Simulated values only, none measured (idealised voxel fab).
Process module, titled voxel wiring stack
Square cell edge 5 nm, section width 210 nm, ID cut.
Cross-section format: a grid of square cells, given as bands from top to bottom; each band is one or more rows of cells.
Heads up on the band format: heights come first, top then bottom, in nm. After that it's the materials left to right, each with its width in nm. A single material flagged "edge to edge" fills the whole band edge to edge, and "air" means there's empty space there.
Where do heights start? At 0: under that level the wafer as delivered is made of one material only. And the lowest band has no floor; it just carries on downward, as in "from 0 down".
Quick explanation for "30->40": the width changes in equal steps down the rows of cells, from the first number in the band's top row to the second number in its bottom row.
For the purposes of this document, the phrase "remains unaltered" attached to a step denotes that no cell within the cross-section was modified by that step.
"closed voids" - sealed voids, min. 8 cells, no opening to top; format: width x height at distance (distance from left edge; nm throughout).
That trailing text on a step's line, after the settings, is the simulator's own remark on the step.
A step's line can hold "overlay nm"; with a mask on that step, the setting says how far right of the planned place the mask lay, while a negative setting says it lay to the left.
The following list gives the planned process steps
- 1: RECEIVE: material Si
- 2: CONFORMAL_DEP: material SiO2, thk nm 10
- 3: DIRECTIONAL_DEP: material TiN, thk nm 5
- 4: DIRECTIONAL_DEP: material W, thk nm 15
- 5: PATTERN: tone cover, mask id METAL_1, material resist, width nm 30, pitch nm 60, thk nm 15, overlay nm 0
- 6: DIRECTIONAL_ETCH: etch materials W, depth nm 15
- 7: DIRECTIONAL_ETCH: etch materials TiN, depth nm 5
- 8: STRIP: etch materials resist
- 9: FILL_DEP: material SiO2, thk nm 5
- 10: CMP: height nm 30
- 11: CONFORMAL_DEP: material SiCN, thk nm 5
- 12: DIRECTIONAL_DEP: material SiO2, thk nm 10
- 13: DIRECTIONAL_DEP: material aC, thk nm 10
- 14: PATTERN: tone open, mask id PLUG_1, material resist, width nm 15, pitch nm 60, thk nm 25, overlay nm 0
- 15: DIRECTIONAL_ETCH: etch materials aC, depth nm 10
- 16: STRIP: etch materials resist
- 17: DIRECTIONAL_ETCH: etch materials SiO2, depth nm 10
- 18: DIRECTIONAL_ETCH: etch materials SiCN, depth nm 5
- 19: STRIP: etch materials aC
- 20: EPI: material Ru, thk nm 10
- 21: EPI: material Ru, thk nm 5
- 22: CONFORMAL_DEP: material SiN, thk nm 5
- 23: DIRECTIONAL_DEP: material SiO2, thk nm 15
- 24: DIRECTIONAL_DEP: material aC, thk nm 15
- 25: PATTERN: tone open, mask id METAL_2, material resist, width nm 30, pitch nm 60, thk nm 30, overlay nm 0
- 26: DIRECTIONAL_ETCH: etch materials aC, depth nm 15
- 27: STRIP: etch materials resist
- 28: DIRECTIONAL_ETCH: etch materials SiO2, depth nm 15
- 29: DIRECTIONAL_ETCH: etch materials SiN, depth nm 5
- 30: STRIP: etch materials aC
- 31: CONFORMAL_DEP: material TiN, thk nm 5
- 32: FILL_DEP: material W, thk nm 10
- 33: CMP: height nm 65
- 34: CONFORMAL_DEP: material SiCN, thk nm 5
- 35: DIRECTIONAL_DEP: material lowk, thk nm 15
- 36: DIRECTIONAL_DEP: material aC, thk nm 10
- 37: PATTERN: tone open, mask id PLUG_2, material resist, width nm 15, pitch nm 60, thk nm 25, overlay nm 0
- 38: DIRECTIONAL_ETCH: etch materials aC, depth nm 10
- 39: STRIP: etch materials resist
- 40: DIRECTIONAL_ETCH: etch materials lowk, depth nm 15
- 41: DIRECTIONAL_ETCH: etch materials SiCN, depth nm 5
- 42: STRIP: etch materials aC
- 43: EPI: material Ru, thk nm 10
- 44: EPI: material Ru, thk nm 10
- 45: DIRECTIONAL_DEP: material TiN, thk nm 5
- 46: DIRECTIONAL_DEP: material Ru, thk nm 15
- 47: DIRECTIONAL_DEP: material aC, thk nm 10
- 48: PATTERN: tone cover, mask id METAL_3, material resist, width nm 30, pitch nm 60, thk nm 25, overlay nm 0
- 49: DIRECTIONAL_ETCH: etch materials aC, depth nm 10
- 50: STRIP: etch materials resist
- 51: DIRECTIONAL_ETCH: etch materials Ru, depth nm 15
- 52: DIRECTIONAL_ETCH: etch materials TiN, depth nm 5
- 53: STRIP: etch materials aC
- 54: FILL_DEP: material lowk, thk nm 5
- 55: CMP: height nm 105
- 56: CONFORMAL_DEP: material SiCN, thk nm 5
- 57: DIRECTIONAL_DEP: material SiO2, thk nm 20
- 58: MASKED_ETCH: tone open, mask id PLUG_3, width nm 15, pitch nm 120, etch materials SiO2, depth nm 20, overlay nm 0
- 59: MASKED_ETCH: tone open, mask id PLUG_3, width nm 15, pitch nm 120, etch materials SiCN, depth nm 5, overlay nm 0
- 60: CONFORMAL_DEP: material TiN, thk nm 5
- 61: FILL_DEP: material Cu, thk nm 5
- 62: CMP: height nm 130
- 63: DIRECTIONAL_DEP: material TiN, thk nm 5
- 64: DIRECTIONAL_DEP: material W, thk nm 15
- 65: PATTERN: tone cover, mask id METAL_4, material resist, width nm 30, pitch nm 60, thk nm 15, overlay nm 0
- 66: DIRECTIONAL_ETCH: etch materials W, depth nm 15
- 67: DIRECTIONAL_ETCH: etch materials TiN, depth nm 5
- 68: STRIP: etch materials resist
- 69: FILL_DEP: material lowk, thk nm 10
- 70: CMP: height nm 150
- 71: CONFORMAL_DEP: material SiCN, thk nm 5
Be aware that, although all wafers share a common starting state, the width nm at step 37 differs among them, and the plan displays the first wafer's value.
The first of several wafers in cross-section, exactly as it reached us after step 1
from 0 down  Si edge to edge
closed voids: none
The first of several wafers, seen in cross-section after the module's last step, step 71
from 155 to 150  SiCN edge to edge
from 150 to 135  30 of lowk / 30 of W / 30 of lowk / 30 of W / 30 of lowk / 30 of W / 30 of lowk
from 135 to 130  30 of lowk / 30 of TiN / 30 of lowk / 30 of TiN / 30 of lowk / 30 of TiN / 30 of lowk
from 130 to 110  30 of SiO2 / 5 of TiN / 5 of Cu / 5 of TiN / 105 of SiO2 / 5 of TiN / 5 of Cu / 5 of TiN / 45 of SiO2
from 110 to 105  30 of SiCN / 15 of TiN / 105 of SiCN / 15 of TiN / 45 of SiCN
from 105 to 90  30 of lowk / 30 of Ru / 30 of lowk / 30 of Ru / 30 of lowk / 30 of Ru / 30 of lowk
from 90 to 85  30 of lowk / 30 of TiN / 30 of lowk / 30 of TiN / 30 of lowk / 30 of TiN / 30 of lowk
from 85 to 70  30 of lowk / 15 of Ru / 45 of lowk / 15 of Ru / 45 of lowk / 15 of Ru / 45 of lowk
from 70 to 65  30 of SiCN / 15 of Ru / 45 of SiCN / 15 of Ru / 45 of SiCN / 15 of Ru / 45 of SiCN
from 65 to 50  30 of SiO2 / 5 of TiN / 20 of W / 5 of TiN / 30 of SiO2 / 5 of TiN / 20 of W / 5 of TiN / 30 of SiO2 / 5 of TiN / 20 of W / 5 of TiN / 30 of SiO2
from 50 to 45  30 of SiN / 30 of TiN / 30 of SiN / 30 of TiN / 30 of SiN / 30 of TiN / 30 of SiN
from 45 to 35  30 of SiO2 / 15 of Ru / 45 of SiO2 / 15 of Ru / 45 of SiO2 / 15 of Ru / 45 of SiO2
from 35 to 30  30 of SiCN / 15 of Ru / 45 of SiCN / 15 of Ru / 45 of SiCN / 15 of Ru / 45 of SiCN
from 30 to 15  30 of SiO2 / 30 of W / 30 of SiO2 / 30 of W / 30 of SiO2 / 30 of W / 30 of SiO2
from 15 to 10  30 of SiO2 / 30 of TiN / 30 of SiO2 / 30 of TiN / 30 of SiO2 / 30 of TiN / 30 of SiO2
from 10 to 0  SiO2 edge to edge
from 0 down  Si edge to edge
closed voids: none
Final wafer cross-section at module end
from 155 to 150  SiCN edge to edge
from 150 to 135  30 of lowk / 30 of W / 30 of lowk / 30 of W / 30 of lowk / 30 of W / 30 of lowk
from 135 to 130  30 of lowk / 30 of TiN / 30 of lowk / 30 of TiN / 30 of lowk / 30 of TiN / 30 of lowk
from 130 to 110  30 of SiO2 / 5 of TiN / 5 of Cu / 5 of TiN / 105 of SiO2 / 5 of TiN / 5 of Cu / 5 of TiN / 45 of SiO2
from 110 to 105  30 of SiCN / 15 of TiN / 105 of SiCN / 15 of TiN / 45 of SiCN
from 105 to 90  30 of lowk / 30 of Ru / 30 of lowk / 30 of Ru / 30 of lowk / 30 of Ru / 30 of lowk
from 90 to 85  30 of lowk / 30 of TiN / 30 of lowk / 30 of TiN / 30 of lowk / 30 of TiN / 30 of lowk
from 85 to 70  25 of lowk / 30 of Ru / 30 of lowk / 30 of Ru / 30 of lowk / 30 of Ru / 35 of lowk
from 70 to 65  25 of SiCN / 30 of Ru / 30 of SiCN / 30 of Ru / 30 of SiCN / 30 of Ru / 35 of SiCN
from 65 to 50  30 of SiO2 / 5 of TiN / 20 of W / 5 of TiN / 30 of SiO2 / 5 of TiN / 20 of W / 5 of TiN / 30 of SiO2 / 5 of TiN / 20 of W / 5 of TiN / 30 of SiO2
from 50 to 45  30 of SiN / 30 of TiN / 30 of SiN / 30 of TiN / 30 of SiN / 30 of TiN / 30 of SiN
from 45 to 35  30 of SiO2 / 15 of Ru / 45 of SiO2 / 15 of Ru / 45 of SiO2 / 15 of Ru / 45 of SiO2
from 35 to 30  30 of SiCN / 15 of Ru / 45 of SiCN / 15 of Ru / 45 of SiCN / 15 of Ru / 45 of SiCN
from 30 to 15  30 of SiO2 / 30 of W / 30 of SiO2 / 30 of W / 30 of SiO2 / 30 of W / 30 of SiO2
from 15 to 10  30 of SiO2 / 30 of TiN / 30 of SiO2 / 30 of TiN / 30 of SiO2 / 30 of TiN / 30 of SiO2
from 10 to 0  SiO2 edge to edge
from 0 down  Si edge to edge
closed voids: none
Where each wafer stands at the end of the module, a row apiece: cells of each material gained (+) or lost (-) since it was received, then closed voids
width nm 15, +8 Cu, +117 Ru, +144 SiCN, +24 SiN, +462 SiO2, +112 TiN, +144 W, +291 lowk, closed voids: none
width nm 20, +8 Cu, +129 Ru, +141 SiCN, +24 SiN, +462 SiO2, +112 TiN, +144 W, +282 lowk, closed voids: none
width nm 25, +8 Cu, +141 Ru, +138 SiCN, +24 SiN, +462 SiO2, +112 TiN, +144 W, +273 lowk, closed voids: none
width nm 30, +8 Cu, +153 Ru, +135 SiCN, +24 SiN, +462 SiO2, +112 TiN, +144 W, +264 lowk, closed voids: none
